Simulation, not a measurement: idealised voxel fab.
Module name: voxel self aligned contacts (process module)
It is cross-section cut that appears here, measuring 160 nm in width, its square cells being 5 nm in size.
Cross-section layout: square cells on a grid; listed as bands, top to bottom; a band spans one or more cell rows. Band: top height; bottom height; in nm. Then, left to right: material with width in nm, for each material. "throughout": a single material spanning edge to edge. "empty": empty space. Heights are reckoned from 0. Under this level, the received wafer is all of one material. The bottommost band is open-ended downward, for example "top 0, no bottom". The notation "30..40" denotes a width that varies across the rows of cells in the band, beginning at the first number in the top row, finishing at the second number in the bottom row, and changing by an identical amount from each row to the next. Reading "stayed the same" for a step: not a cell of the cross-section changed in it. You'll see "Closed internal cavities" listing empty spaces that have no way open to the top, as long as they're 8 cells or more; the notation is width x height at distance, where the distance is from the left edge, and all of it is in nm. Whatever follows a step's settings on its line is a remark the simulator itself makes about that step. Regarding "overlay nm": on a step with a mask, it is the distance the mask lay to the right of its planned place; a negative value places it to the left.

# This section lists the process steps that were planned
1: op RECEIVE | material Si
2: op CONFORMAL_DEP | material SiO2 | thk nm 5
3: op DIRECTIONAL_DEP | material polySi | thk nm 20
4: op DIRECTIONAL_DEP | material SiN | thk nm 25
5: op MASKED_ETCH | tone cover | mask id GATE | width nm 25 | pitch nm 60 | etch materials SiN | depth nm 25 | overlay nm 0
6: op MASKED_ETCH | tone cover | mask id GATE | width nm 25 | pitch nm 60 | etch materials polySi | depth nm 20 | overlay nm 0
7: op CONFORMAL_DEP | material SiN | thk nm 10
8: op DIRECTIONAL_ETCH | etch materials SiN | depth nm 10
9: op FILL_DEP | material SiO2 | thk nm 20
10: op CMP | height nm 60
11: op MASKED_ETCH | tone open | mask id CONTACT | width nm 45 | etch materials SiO2 | depth nm 60 | overlay nm -15
12: op CONFORMAL_DEP | material TiN | thk nm 5
13: op FILL_DEP | material Ru | thk nm 10
14: op CMP | height nm 60
15: op CONFORMAL_DEP | material SiCN | thk nm 5
varied across the wafers: overlay nm of step 11. The plan shows the first wafer's value. All wafers start alike

# First of several wafers (as received, post step 1), cross-sectional view
	top 0, no bottom | Si throughout
	Closed internal cavities: none

# Cross-section after step 15, the final step of the module, for the first of several wafers
	top 65, bottom 60 | SiCN throughout
	top 60, bottom 50 | SiO2 40 nm | TiN 5..35 nm | Ru 35..5 nm | TiN 5 nm | SiO2 75 nm
	top 50, bottom 25 | SiO2 25 nm | SiN 45 nm | TiN 5 nm | Ru 5 nm | TiN 5 nm | SiN 45 nm | SiO2 30 nm
	top 25, bottom 5 | SiO2 25 nm | SiN 10 nm | polySi 25 nm | SiN 10 nm | TiN 5 nm | Ru 5 nm | TiN 5 nm | SiN 10 nm | polySi 25 nm | SiN 10 nm | SiO2 30 nm
	top 5, bottom 0 | SiO2 70 nm | TiN 15 nm | SiO2 75 nm
	top 0, no bottom | Si throughout
	Closed internal cavities: none

# Here's the last wafer cross-sectioned at the end of the module
	top 65, bottom 60 | SiCN throughout
	top 60, bottom 50 | SiO2 70 nm | TiN 5 nm | Ru 35..5 nm | TiN 5..35 nm | SiO2 45 nm
	top 50, bottom 25 | SiO2 25 nm | SiN 45 nm | TiN 5 nm | Ru 5 nm | TiN 5 nm | SiN 45 nm | SiO2 30 nm
	top 25, bottom 5 | SiO2 25 nm | SiN 10 nm | polySi 25 nm | SiN 10 nm | TiN 5 nm | Ru 5 nm | TiN 5 nm | SiN 10 nm | polySi 25 nm | SiN 10 nm | SiO2 30 nm
	top 5, bottom 0 | SiO2 70 nm | TiN 15 nm | SiO2 75 nm
	top 0, no bottom | Si throughout
	Closed internal cavities: none

# Row per wafer, end-of-module: cell gain (+)/loss (-) by material since the wafer came in, then closed voids
overlay nm -15, +17 Ru, +32 SiCN, +122 SiN, +174 SiO2, +31 TiN, +40 polySi, Closed internal cavities: none
overlay nm -10, +17 Ru, +32 SiCN, +122 SiN, +174 SiO2, +31 TiN, +40 polySi, Closed internal cavities: none
overlay nm -5, +17 Ru, +32 SiCN, +122 SiN, +174 SiO2, +31 TiN, +40 polySi, Closed internal cavities: none
overlay nm 0, +17 Ru, +32 SiCN, +122 SiN, +174 SiO2, +31 TiN, +40 polySi, Closed internal cavities: none
overlay nm 5, +17 Ru, +32 SiCN, +122 SiN, +174 SiO2, +31 TiN, +40 polySi, Closed internal cavities: none
overlay nm 10, +17 Ru, +32 SiCN, +122 SiN, +174 SiO2, +31 TiN, +40 polySi, Closed internal cavities: none
overlay nm 15, +17 Ru, +32 SiCN, +122 SiN, +174 SiO2, +31 TiN, +40 polySi, Closed internal cavities: none
